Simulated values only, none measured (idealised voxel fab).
The process module that follows is named voxel self aligned contacts.
We display cut, a cross-section 265 nm in width whose square cells are each 5 nm.
Cross-sections here: square-cell grids, written as top-down lists of bands, a band being one or more rows of cells.
A band entry consists of two parts. The first gives the height of the band's top and the height of its bottom, in nm. The rest lists the band's materials from left to right, each with its width in nm. A single material labelled with the word "full width" fills the band from edge to edge, and the word "blank" marks empty space.
Convention: height 0 is the level below which the wafer, as received, is all one material. The lowest band does not terminate at the bottom but continues downward, represented as "top 0, no bottom".
The width entry "30->40" should be interpreted row by row: the top row of cells in the band takes the first number, the bottom row takes the second number, and the change between adjacent rows is uniform throughout.
Key: "no modifications" - step with no changed cell in the cross-section.
You'll see "Sealed-off cavities" listing empty spaces that have no way open to the top, as long as they're 8 cells or more; the notation is width x height at distance, where the distance is from the left edge, and all of it is in nm.
What comes after the settings on a step's line is commentary from the simulator itself on that step.
"overlay nm" answers the question of how far to the right of plan the mask lay on a step that has a mask, and when it is negative the answer is to the left.

The process steps that were planned are listed below
- 1: RECEIVE with material Si
- 2: CONFORMAL_DEP with material SiO2, thk nm 5
- 3: DIRECTIONAL_DEP with material polySi, thk nm 25
- 4: DIRECTIONAL_DEP with material SiN, thk nm 20
- 5: PATTERN with tone cover, mask id GATE, material resist, width nm 30, pitch nm 70, thk nm 20, overlay nm 0
- 6: DIRECTIONAL_ETCH with etch materials SiN, depth nm 20
- 7: DIRECTIONAL_ETCH with etch materials polySi, depth nm 25
- 8: STRIP with etch materials resist
- 9: CONFORMAL_DEP with material SiN, thk nm 10
- 10: DIRECTIONAL_ETCH with etch materials SiN, depth nm 10
- 11: FILL_DEP with material SiO2, thk nm 15
- 12: CMP with height nm 60
- 13: MASKED_ETCH with tone open, mask id CONTACT, width nm 50, pitch nm 70, etch materials SiO2, depth nm 60, overlay nm 0
- 14: CONFORMAL_DEP with material TiN, thk nm 5
- 15: FILL_DEP with material Ru, thk nm 10
- 16: CMP with height nm 60
- 17: CONFORMAL_DEP with material SiN, thk nm 5

This is the cross-section of the wafer as we received it, i.e. after step 1
    top 0, no bottom  Si full width
    Sealed-off cavities: none

The plan above was carried out on the starting structure above with one mistake, and this cross-section shows the wafer at the end of the module
    top 65, bottom 60  SiN full width
    top 60, bottom 55  65 nm Ru, then 5 nm TiN, then 50 nm SiO2, then 5 nm TiN, then 10 nm Ru, then 5 nm TiN, then 50 nm SiO2, then 5 nm TiN, then 70 nm Ru
    top 55, bottom 50  30 nm Ru, then 40 nm TiN, then 50 nm SiO2, then 20 nm TiN, then 50 nm SiO2, then 40 nm TiN, then 35 nm Ru
    top 50, bottom 30  30 nm Ru, then 5 nm TiN, then 50 nm SiN, then 20 nm SiO2, then 50 nm SiN, then 20 nm SiO2, then 50 nm SiN, then 5 nm TiN, then 35 nm Ru
    top 30, bottom 5  30 nm Ru, then 5 nm TiN, then 10 nm SiN, then 30 nm polySi, then 10 nm SiN, then 20 nm SiO2, then 10 nm SiN, then 30 nm polySi, then 10 nm SiN, then 20 nm SiO2, then 10 nm SiN, then 30 nm polySi, then 10 nm SiN, then 5 nm TiN, then 35 nm Ru
    top 5, bottom 0  35 nm TiN, then 190 nm SiO2, then 40 nm TiN
    top 0, no bottom  Si full width
    Sealed-off cavities: none
Which mistake was made when the wafer was run? step 13 was processed under conditions differing from the plan, specifically as MASKED_ETCH with tone cover, mask id CONTACT, width nm 50, pitch nm 70, etch materials SiO2, depth nm 60, overlay nm 0
